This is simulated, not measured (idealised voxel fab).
The process module that follows is named voxel self aligned contacts.
This is section cut - it's 230 nm across, gridded in 5 nm square cells.
A cross-section in this document is a grid of square cells, and it is written down as bands, the top band listed before the ones below it; a band is made up of one or more rows of cells. Band: top height; bottom height; in nm. Then, left to right: material with width in nm, for each material. "throughout": a single material spanning edge to edge. "empty": empty space. For the purposes of this specification, 0 denotes the height below which the wafer in its as-received condition is composed wholly of one material, and the lowermost band, lacking a lower limit, extends downward without end, as expressed in "0 and below". Note: "30..40" means the width goes from the first number (top row of the band) to the second number (bottom row) in equal steps per row of cells. What does "no alterations made" mean for a step? It means no cell of the cross-section changed in that step. In "Enclosed internal voids" the enclosed voids are listed, meaning empty spaces of 8 cells or larger without any opening to the top. The form is width x height at distance, distance from the left edge, units nm. Whatever follows a step's settings on its line is a remark the simulator itself makes about that step. When a step includes a mask, the "overlay nm" setting on its line states how far to the right of its planned place that mask lay, and negative values state how far to the left.
## The planned process steps are enumerated hereunder
1: RECEIVE, material Si
2: OXIDIZE, depth nm 5
3: DIRECTIONAL_DEP, material polySi, thk nm 25
4: DIRECTIONAL_DEP, material SiN, thk nm 20
5: PATTERN, tone cover, mask id GATE, material resist, width nm 35, pitch nm 70, thk nm 15, overlay nm 0
6: DIRECTIONAL_ETCH, etch materials SiN, depth nm 20
7: DIRECTIONAL_ETCH, etch materials polySi, depth nm 25
8: STRIP, etch materials resist
9: CONFORMAL_DEP, material SiN, thk nm 5
10: DIRECTIONAL_ETCH, etch materials SiN, depth nm 5
11: FILL_DEP, material SiO2, thk nm 15
12: CMP, height nm 50
13: MASKED_ETCH, tone open, mask id CONTACT, width nm 55, etch materials SiO2, depth nm 55, overlay nm 0
14: CONFORMAL_DEP, material TiN, thk nm 5
15: FILL_DEP, material Ru, thk nm 10
16: CMP, height nm 50
17: CONFORMAL_DEP, material SiCN, thk nm 5
## So this is the incoming wafer in cross-section - it's already been through step 1
    0 and below = Si throughout
    Enclosed internal voids: none
## Cross-section taken at module completion on the first of two wafers; processed per the plan
    55 down to 50 = SiCN throughout
    50 down to 45 = SiO2=85 / TiN=20 / Ru=15 / TiN=20 / SiO2=90
    45 down to 25 = SiO2=55 / SiN=45 / TiN=5 / Ru=15 / TiN=5 / SiN=45 / SiO2=60
    25 down to 0 = SiO2=55 / SiN=5 / polySi=35 / SiN=5 / TiN=5 / Ru=15 / TiN=5 / SiN=5 / polySi=35 / SiN=5 / SiO2=60
    0 down to -5 = SiO2=100 / TiN=25 / SiO2=105
    -5 and below = Si throughout
    Enclosed internal voids: none
## Second wafer through the module, sectioned at the end: same beginning and same plan as the first wafer, with one mistake in carrying it out
    55 down to 50 = SiCN throughout
    50 down to 45 = SiO2=85 / TiN=55 / SiO2=90
    45 down to 25 = SiN=65 / SiO2=20 / TiN=5 / SiN=45 / TiN=5 / SiO2=20 / SiN=70
    25 down to 0 = polySi=60 / SiN=5 / SiO2=20 / TiN=5 / SiN=5 / polySi=35 / SiN=5 / TiN=5 / SiO2=20 / SiN=5 / polySi=65
    0 down to -5 = SiO2=85 / TiN=5 / SiO2=45 / TiN=5 / SiO2=90
    -5 and below = Si throughout
    Enclosed internal voids: none
Against the plan, the run slipped here: the process deviated at step 5: the operation and settings actually run there were PATTERN, tone open, mask id GATE, material resist, width nm 35, pitch nm 70, thk nm 15, overlay nm 0
Final comparison by cell count, materials where the second wafer has more or fewer than the first: Ru -30, SiN +72, SiO2 -132, polySi +90
